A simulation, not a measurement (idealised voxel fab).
Proc. module: voxel released beams
The figure presents cross-section cut, which has a width of 275 nm and is divided into square cells with an edge length of 5 nm.
When this document writes out a cross-section, it uses a grid of square cells and lists it as bands, beginning at the top and moving down, with a band standing for one or more rows of cells. The band entry comprises the height of the band's top followed by the height of its bottom, expressed in nm, and subsequently the band's materials from left to right, each stated together with its width in nm. Where a single material is marked with the word "throughout", that material fills the band from edge to edge. The word "air" represents empty space. Height datum 0, below which the as-received substrate wafer is one material. Lowest band open at the bottom, running downward: "z 0 and below". With a width like "30..40", each row of cells in the band differs from the next by the same amount, the top row carrying the first number and the bottom row the second. "changes: none" after a step means that no cell of the cross-section changed. Closed-off voids of 8+ cells (no open route to the top) go in "Completely enclosed voids", written width x height at distance from the left edge, in nm. That trailing text on a step's line, after the settings, is the simulator's own remark on the step. Among the settings permitted on a step's line is "overlay nm"; applied to a step with a mask, it specifies the extent to which the mask lay to the right of its planned position, whereas a negative figure signifies a position to the left.
### Below is the list of planned process steps
1 RECEIVE [material Si]
2 CONFORMAL_DEP [material Al2O3] [thk nm 10]
3 DIRECTIONAL_DEP [material SiO2] [thk nm 15]
4 MASKED_ETCH [tone open] [mask id ANCHOR] [width nm 25] [etch materials SiO2] [depth nm 15] [overlay nm 0]
5 CONFORMAL_DEP [material SiN] [thk nm 10]
6 MASKED_ETCH [tone cover] [mask id BEAM] [width nm 105] [etch materials SiN] [depth nm 10] [overlay nm 0]
7 STRIP [etch materials SiO2]
### Step 1 complete: cross-section of the wafer as received
* z 0 and below = Si throughout
* Completely enclosed voids: none
### End-of-module XS, first of two wafers, run as planned
* z 35 to 25 = air 80 nm | SiN 15 nm | air 5 nm | SiN 85 nm | air 90 nm
* z 25 to 20 = air 85 nm | SiN 10 nm | air 5 nm | SiN 10 nm | air 165 nm
* z 20 to 10 = air 85 nm | SiN 25 nm | air 165 nm
* z 10 to 0 = Al2O3 throughout
* z 0 and below = Si throughout
* Completely enclosed voids: none
### Second wafer cross-section at end of module - shared start and plan with the first, one mistake in the run
* z 35 to 25 = air 80 nm | SiN 10 nm | air 15 nm | SiN 80 nm | air 90 nm
* z 25 to 20 = air 80 nm | SiN 10 nm | air 15 nm | SiN 10 nm | air 160 nm
* z 20 to 10 = air 80 nm | SiN 35 nm | air 160 nm
* z 10 to 0 = Al2O3 throughout
* z 0 and below = Si throughout
* Completely enclosed voids: none
Short version of what went wrong: step 4 did not happen as planned, as run it was MASKED_ETCH [tone open] [mask id ANCHOR] [width nm 35] [etch materials SiO2] [depth nm 15] [overlay nm 0]
at the end the second wafer has, in cells: as many of each material as the first, in other places
